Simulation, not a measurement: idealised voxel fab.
The name of this process module is voxel trench capacitor.
The cross-section shown here is cut; it is 270 nm wide and divided into square cells measuring 5 nm on a side.
How to read a cross-section here: the picture is a grid of square cells, written as bands going from the top down, and any band can span one or more rows of cells.
Each band's line starts with the height of the band's top and of its bottom, in nm. Then come its materials from left to right, each with its width in nm. One material with "edge to edge" fills the band from edge to edge. "empty" is empty space.
Below 0: as-received wafer, all one material; heights counted from there. Lowest band: no bottom, goes on down, written "0 and below".
Graded width ("30..40"): value in top row of band = first number; value in bottom row = second number; row-to-row change constant.
Given "stayed the same" for a step, no cell of the cross-section differs between before and after that step.
In the "Enclosed void list" entry, you get each enclosed empty space of 8 cells or more, one with no open way to the top, written width x height at distance, distance from the left edge, in nm.
Formally, on a step line, whatever follows the settings is a remark that the simulator itself makes on the step.
overlay nm: for a step with a mask, the amount by which the mask lay right of where it was planned; a negative amount means left of it.
**Planned step list for the process**
- 1: RECEIVE [material Si]
- 2: CONFORMAL_DEP [material SiN] [thk nm 10]
- 3: MASKED_ETCH [tone open] [mask id TRENCH] [width nm 30] [pitch nm 60] [etch materials SiN] [depth nm 10] [overlay nm 0]
- 4: MASKED_ETCH [tone open] [mask id TRENCH] [width nm 30] [pitch nm 60] [etch materials Si] [depth nm 40] [overlay nm 0]
- 5: CONFORMAL_DEP [material Al2O3] [thk nm 5]
- 6: CONFORMAL_DEP [material TiN] [thk nm 5]
- 7: FILL_DEP [material W] [thk nm 5]
- 8: CMP [height nm 10]
**The first wafer of two, processed as planned**
**Cross-sectional view of the wafer in its as-received condition, corresponding to the state after step 1**
0 and below  Si edge to edge
Enclosed void list: none
**Wafer section view after processing step 2**
10 down to 0  SiN edge to edge
Rest of section, below 0: as before.
**Wafer section view after processing step 3**
10 down to 0  60 nm SiN / 30 nm empty / 30 nm SiN / 30 nm empty / 30 nm SiN / 30 nm empty / 60 nm SiN
Rest of section, below 0: as before.
**Wafer section view after processing step 4**
10 down to 0  60 nm SiN / 30 nm empty / 30 nm SiN / 30 nm empty / 30 nm SiN / 30 nm empty / 60 nm SiN
0 down to -40  60 nm Si / 30 nm empty / 30 nm Si / 30 nm empty / 30 nm Si / 30 nm empty / 60 nm Si
Rest of section, below -40: as before.
**Wafer section view after processing step 5**
15 down to 10  65 nm Al2O3 / 20 nm empty / 40 nm Al2O3 / 20 nm empty / 40 nm Al2O3 / 20 nm empty / 65 nm Al2O3
10 down to 0  60 nm SiN / 5 nm Al2O3 / 20 nm empty / 5 nm Al2O3 / 30 nm SiN / 5 nm Al2O3 / 20 nm empty / 5 nm Al2O3 / 30 nm SiN / 5 nm Al2O3 / 20 nm empty / 5 nm Al2O3 / 60 nm SiN
0 down to -35  60 nm Si / 5 nm Al2O3 / 20 nm empty / 5 nm Al2O3 / 30 nm Si / 5 nm Al2O3 / 20 nm empty / 5 nm Al2O3 / 30 nm Si / 5 nm Al2O3 / 20 nm empty / 5 nm Al2O3 / 60 nm Si
-35 down to -40  60 nm Si / 30 nm Al2O3 / 30 nm Si / 30 nm Al2O3 / 30 nm Si / 30 nm Al2O3 / 60 nm Si
Rest of section, below -40: as before.
**Wafer section view after processing step 6**
20 down to 15  70 nm TiN / 10 nm empty / 50 nm TiN / 10 nm empty / 50 nm TiN / 10 nm empty / 70 nm TiN
15 down to 10  65 nm Al2O3 / 5 nm TiN / 10 nm empty / 5 nm TiN / 40 nm Al2O3 / 5 nm TiN / 10 nm empty / 5 nm TiN / 40 nm Al2O3 / 5 nm TiN / 10 nm empty / 5 nm TiN / 65 nm Al2O3
10 down to 0  60 nm SiN / 5 nm Al2O3 / 5 nm TiN / 10 nm empty / 5 nm TiN / 5 nm Al2O3 / 30 nm SiN / 5 nm Al2O3 / 5 nm TiN / 10 nm empty / 5 nm TiN / 5 nm Al2O3 / 30 nm SiN / 5 nm Al2O3 / 5 nm TiN / 10 nm empty / 5 nm TiN / 5 nm Al2O3 / 60 nm SiN
0 down to -30  60 nm Si / 5 nm Al2O3 / 5 nm TiN / 10 nm empty / 5 nm TiN / 5 nm Al2O3 / 30 nm Si / 5 nm Al2O3 / 5 nm TiN / 10 nm empty / 5 nm TiN / 5 nm Al2O3 / 30 nm Si / 5 nm Al2O3 / 5 nm TiN / 10 nm empty / 5 nm TiN / 5 nm Al2O3 / 60 nm Si
-30 down to -35  60 nm Si / 5 nm Al2O3 / 20 nm TiN / 5 nm Al2O3 / 30 nm Si / 5 nm Al2O3 / 20 nm TiN / 5 nm Al2O3 / 30 nm Si / 5 nm Al2O3 / 20 nm TiN / 5 nm Al2O3 / 60 nm Si
Rest of section, below -35: as before.
**Wafer section view after processing step 7**
25 down to 20  W edge to edge
20 down to 15  70 nm TiN / 10 nm W / 50 nm TiN / 10 nm W / 50 nm TiN / 10 nm W / 70 nm TiN
15 down to 10  65 nm Al2O3 / 5 nm TiN / 10 nm W / 5 nm TiN / 40 nm Al2O3 / 5 nm TiN / 10 nm W / 5 nm TiN / 40 nm Al2O3 / 5 nm TiN / 10 nm W / 5 nm TiN / 65 nm Al2O3
10 down to 0  60 nm SiN / 5 nm Al2O3 / 5 nm TiN / 10 nm W / 5 nm TiN / 5 nm Al2O3 / 30 nm SiN / 5 nm Al2O3 / 5 nm TiN / 10 nm W / 5 nm TiN / 5 nm Al2O3 / 30 nm SiN / 5 nm Al2O3 / 5 nm TiN / 10 nm W / 5 nm TiN / 5 nm Al2O3 / 60 nm SiN
0 down to -30  60 nm Si / 5 nm Al2O3 / 5 nm TiN / 10 nm W / 5 nm TiN / 5 nm Al2O3 / 30 nm Si / 5 nm Al2O3 / 5 nm TiN / 10 nm W / 5 nm TiN / 5 nm Al2O3 / 30 nm Si / 5 nm Al2O3 / 5 nm TiN / 10 nm W / 5 nm TiN / 5 nm Al2O3 / 60 nm Si
Rest of section, below -30: as before.
**Wafer section view after processing step 8**
10 down to 0  60 nm SiN / 5 nm Al2O3 / 5 nm TiN / 10 nm W / 5 nm TiN / 5 nm Al2O3 / 30 nm SiN / 5 nm Al2O3 / 5 nm TiN / 10 nm W / 5 nm TiN / 5 nm Al2O3 / 30 nm SiN / 5 nm Al2O3 / 5 nm TiN / 10 nm W / 5 nm TiN / 5 nm Al2O3 / 60 nm SiN
Rest of section, below 0: as before.
**The second wafer was prepared from the same starting point and under the same plan as the first; its processing contained one mistake, and it remains indistinguishable from the first wafer up to and including step 2**
**Second wafer cross-section, taken as of the time the plan sets for step 3 to be done**
10 down to 0  55 nm SiN / 30 nm empty / 30 nm SiN / 30 nm empty / 30 nm SiN / 30 nm empty / 65 nm SiN
Rest of section, below 0: as before.
**Second wafer cross-section, taken as of the time the plan sets for step 4 to be done**
10 down to 0  55 nm SiN / 30 nm empty / 30 nm SiN / 30 nm empty / 30 nm SiN / 30 nm empty / 65 nm SiN
0 down to -40  60 nm Si / 25 nm empty / 35 nm Si / 25 nm empty / 35 nm Si / 25 nm empty / 65 nm Si
Rest of section, below -40: as before.
**Second wafer cross-section, taken as of the time the plan sets for step 5 to be done**
15 down to 10  60 nm Al2O3 / 20 nm empty / 40 nm Al2O3 / 20 nm empty / 40 nm Al2O3 / 20 nm empty / 70 nm Al2O3
10 down to 0  55 nm SiN / 5..10 nm Al2O3 / 20..15 nm empty / 5 nm Al2O3 / 30 nm SiN / 5..10 nm Al2O3 / 20..15 nm empty / 5 nm Al2O3 / 30 nm SiN / 5..10 nm Al2O3 / 20..15 nm empty / 5 nm Al2O3 / 65 nm SiN
0 down to -35  60 nm Si / 5 nm Al2O3 / 15 nm empty / 5 nm Al2O3 / 35 nm Si / 5 nm Al2O3 / 15 nm empty / 5 nm Al2O3 / 35 nm Si / 5 nm Al2O3 / 15 nm empty / 5 nm Al2O3 / 65 nm Si
-35 down to -40  60 nm Si / 25 nm Al2O3 / 35 nm Si / 25 nm Al2O3 / 35 nm Si / 25 nm Al2O3 / 65 nm Si
Rest of section, below -40: as before.
**Second wafer cross-section, taken as of the time the plan sets for step 6 to be done**
20 down to 15  65 nm TiN / 10 nm empty / 50 nm TiN / 10 nm empty / 50 nm TiN / 10 nm empty / 75 nm TiN
15 down to 10  60 nm Al2O3 / 5 nm TiN / 10 nm empty / 5 nm TiN / 40 nm Al2O3 / 5 nm TiN / 10 nm empty / 5 nm TiN / 40 nm Al2O3 / 5 nm TiN / 10 nm empty / 5 nm TiN / 70 nm Al2O3
10 down to 0  55 nm SiN / 5..10 nm Al2O3 / 10..5 nm TiN / 5 nm empty / 5 nm TiN / 5 nm Al2O3 / 30 nm SiN / 5..10 nm Al2O3 / 10..5 nm TiN / 5 nm empty / 5 nm TiN / 5 nm Al2O3 / 30 nm SiN / 5..10 nm Al2O3 / 10..5 nm TiN / 5 nm empty / 5 nm TiN / 5 nm Al2O3 / 65 nm SiN
0 down to -30  60 nm Si / 5 nm Al2O3 / 5 nm TiN / 5 nm empty / 5 nm TiN / 5 nm Al2O3 / 35 nm Si / 5 nm Al2O3 / 5 nm TiN / 5 nm empty / 5 nm TiN / 5 nm Al2O3 / 35 nm Si / 5 nm Al2O3 / 5 nm TiN / 5 nm empty / 5 nm TiN / 5 nm Al2O3 / 65 nm Si
-30 down to -35  60 nm Si / 5 nm Al2O3 / 15 nm TiN / 5 nm Al2O3 / 35 nm Si / 5 nm Al2O3 / 15 nm TiN / 5 nm Al2O3 / 35 nm Si / 5 nm Al2O3 / 15 nm TiN / 5 nm Al2O3 / 65 nm Si
Rest of section, below -35: as before.
**Second wafer cross-section, taken as of the time the plan sets for step 7 to be done**
25 down to 20  W edge to edge
20 down to 15  65 nm TiN / 10 nm W / 50 nm TiN / 10 nm W / 50 nm TiN / 10 nm W / 75 nm TiN
15 down to 10  60 nm Al2O3 / 5 nm TiN / 10 nm W / 5 nm TiN / 40 nm Al2O3 / 5 nm TiN / 10 nm W / 5 nm TiN / 40 nm Al2O3 / 5 nm TiN / 10 nm W / 5 nm TiN / 70 nm Al2O3
10 down to 0  55 nm SiN / 5..10 nm Al2O3 / 10..5 nm TiN / 5 nm W / 5 nm TiN / 5 nm Al2O3 / 30 nm SiN / 5..10 nm Al2O3 / 10..5 nm TiN / 5 nm W / 5 nm TiN / 5 nm Al2O3 / 30 nm SiN / 5..10 nm Al2O3 / 10..5 nm TiN / 5 nm W / 5 nm TiN / 5 nm Al2O3 / 65 nm SiN
0 down to -30  60 nm Si / 5 nm Al2O3 / 5 nm TiN / 5 nm W / 5 nm TiN / 5 nm Al2O3 / 35 nm Si / 5 nm Al2O3 / 5 nm TiN / 5 nm W / 5 nm TiN / 5 nm Al2O3 / 35 nm Si / 5 nm Al2O3 / 5 nm TiN / 5 nm W / 5 nm TiN / 5 nm Al2O3 / 65 nm Si
Rest of section, below -30: as before.
**Second wafer cross-section, taken as of the time the plan sets for step 8 to be done**
10 down to 0  55 nm SiN / 5..10 nm Al2O3 / 10..5 nm TiN / 5 nm W / 5 nm TiN / 5 nm Al2O3 / 30 nm SiN / 5..10 nm Al2O3 / 10..5 nm TiN / 5 nm W / 5 nm TiN / 5 nm Al2O3 / 30 nm SiN / 5..10 nm Al2O3 / 10..5 nm TiN / 5 nm W / 5 nm TiN / 5 nm Al2O3 / 65 nm SiN
Rest of section, below 0: as before.
Nonconformance to the process plan: step 3: run off-plan, actual operation and settings MASKED_ETCH [tone open] [mask id TRENCH] [width nm 30] [pitch nm 60] [etch materials SiN] [depth nm 10] [overlay nm -5]
FYI, end of process, the second wafer has more or fewer cells of some materials than the first: Si +24, W -24
